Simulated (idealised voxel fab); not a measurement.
process module | voxel spacer lines
cross-section cut | 230 nm wide | cells 5 nm
A cross-section is a grid of square cells, given in bands from the top down. A band is one or more rows of cells.
Each band's line starts with the height of the band's top and of its bottom, in nm. Then come its materials from left to right, each with its width in nm. One material with "throughout" fills the band from edge to edge. "air" is empty space.
Height 0 is the level under which the wafer as received is all one material. The lowest band goes on downwards, as in "0 down".
A width such as "30 to 40" changes by the same amount from each row of cells to the next, from the band's top row to its bottom row.
"no change" after a step means that no cell of the cross-section changed.
closed voids: empty space of 8 cells or more with no open way to the top, each as width x height at its distance from the left edge, in nm
after a step's settings: what the simulator itself notes on the step
overlay nm, on a step with a mask: how far to the right of its planned place the mask lay; to the left if negative
plan
1 op RECEIVE | material Si
2 op CONFORMAL_DEP | material Al2O3 | thk nm 10
3 op DIRECTIONAL_DEP | material polySi | thk nm 20
4 op DIRECTIONAL_DEP | material aC | thk nm 30
5 op PATTERN | tone cover | mask id MANDREL | material resist | width nm 20 | pitch nm 70 | thk nm 35 | overlay nm 0
6 op DIRECTIONAL_ETCH | etch materials aC | depth nm 30
7 op STRIP | etch materials resist
8 op CONFORMAL_DEP | material SiO2 | thk nm 15
9 op DIRECTIONAL_ETCH | etch materials SiO2 | depth nm 15
10 op STRIP | etch materials aC
11 op DIRECTIONAL_ETCH | etch materials polySi | depth nm 20
12 op STRIP | etch materials SiO2
13 op FILL_DEP | material SiO2 | thk nm 5
14 op CMP | height nm 30
as received, after step 1
  0 down: Si throughout
  closed voids: none
first wafer at the end, as planned
  30 to 10: SiO2 55 | polySi 15 | SiO2 20 | polySi 15 | SiO2 20 | polySi 15 | SiO2 20 | polySi 15 | SiO2 55
  10 to 0: Al2O3 throughout
  0 down: Si throughout
  closed voids: none
second wafer at the end: like start, like plan, one mistake
  30 to 10: SiO2 55 | polySi 15 | SiO2 20 | polySi 15 | SiO2 20 | polySi 15 | SiO2 20 | polySi 15 | SiO2 55
  10 to 0: aC throughout
  0 down: Si throughout
  closed voids: none
what went wrong: step 2 ran as: op CONFORMAL_DEP | material aC | thk nm 10
at the end the second wafer has, in cells: 92 fewer of Al2O3 | 92 more of aC
